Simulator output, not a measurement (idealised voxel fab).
The process module that follows is named voxel quadruple lines.
The cross-section shown here is cut; it is 185 nm wide and divided into square cells measuring 5 nm on a side.
If you're reading a cross-section in this doc, picture square cells in a grid; it comes to you as bands, top ones listed first down to the bottom, and a band can be one or more rows of cells. First you get the band's top height and its bottom height, in nm, and then the materials it's made of, left to right, with each width in nm. If you see a single material with "throughout", that one covers the band edge to edge. "empty" is empty space. Beneath 0, the wafer as received is one material, and that level is where height counting begins. The lowest band goes on downward without a bottom; it is written like "0..down". Top row gets the first number, bottom row gets the second, and each row in between changes by the same step: that is how a band width like "30->40" works. The cross-section has no changed cell in any step marked "no modification". So "Voids, enclosed" is basically the list of trapped voids: any empty space of 8 cells or more that can't reach the top through an opening. They're written width x height at distance, the distance being from the left edge, and it's all nm. after a step's settings: what the simulator itself notes on the step. overlay nm: step with mask; distance mask lay right of planned place; negative value = left of planned place.

Planned step list for the process
1: RECEIVE (material Si)
2: CONFORMAL_DEP (material Al2O3; thk nm 10)
3: DIRECTIONAL_DEP (material Ru; thk nm 10)
4: DIRECTIONAL_DEP (material polySi; thk nm 20)
5: DIRECTIONAL_DEP (material aC; thk nm 20)
6: PATTERN (tone cover; mask id MANDREL; material resist; width nm 25; pitch nm 80; thk nm 30; overlay nm 0)
7: DIRECTIONAL_ETCH (etch materials aC; depth nm 20)
8: STRIP (etch materials resist)
9: CONFORMAL_DEP (material SiO2; thk nm 15)
10: DIRECTIONAL_ETCH (etch materials SiO2; depth nm 15)
11: STRIP (etch materials aC)
12: DIRECTIONAL_ETCH (etch materials polySi; depth nm 20)
13: STRIP (etch materials SiO2)
14: CONFORMAL_DEP (material SiN; thk nm 5)
15: DIRECTIONAL_ETCH (etch materials SiN; depth nm 5)
16: STRIP (etch materials polySi)
17: DIRECTIONAL_ETCH (etch materials Ru; depth nm 10)
18: STRIP (etch materials SiN)

Cross-section: wafer on arrival = after step 1
- 0..down | Si throughout
- Voids, enclosed: none

Cross-sectional view of the first of the two wafers upon completion of the module, processed in accordance with the plan
- 20..10 | empty: 20 / Ru: 5 / empty: 15 / Ru: 5 / empty: 15 / Ru: 5 / empty: 15 / Ru: 5 / empty: 15 / Ru: 5 / empty: 15 / Ru: 5 / empty: 15 / Ru: 5 / empty: 15 / Ru: 5 / empty: 20
- 10..0 | Al2O3 throughout
- 0..down | Si throughout
- Voids, enclosed: none

Second wafer through the module, sectioned at the end: same beginning and same plan as the first wafer, with one mistake in carrying it out
- 20..10 | empty: 35 / Ru: 5 / empty: 25 / Ru: 5 / empty: 45 / Ru: 5 / empty: 25 / Ru: 5 / empty: 35
- 10..0 | Al2O3 throughout
- 0..down | Si throughout
- Voids, enclosed: none
Nonconformance to the process plan: step 6: run off-plan, actual operation and settings PATTERN (tone open; mask id MANDREL; material resist; width nm 25; pitch nm 80; thk nm 30; overlay nm 0)
In the final state, the cell counts of the second wafer exceed or fall short of those of the first for the following materials: -8 Ru
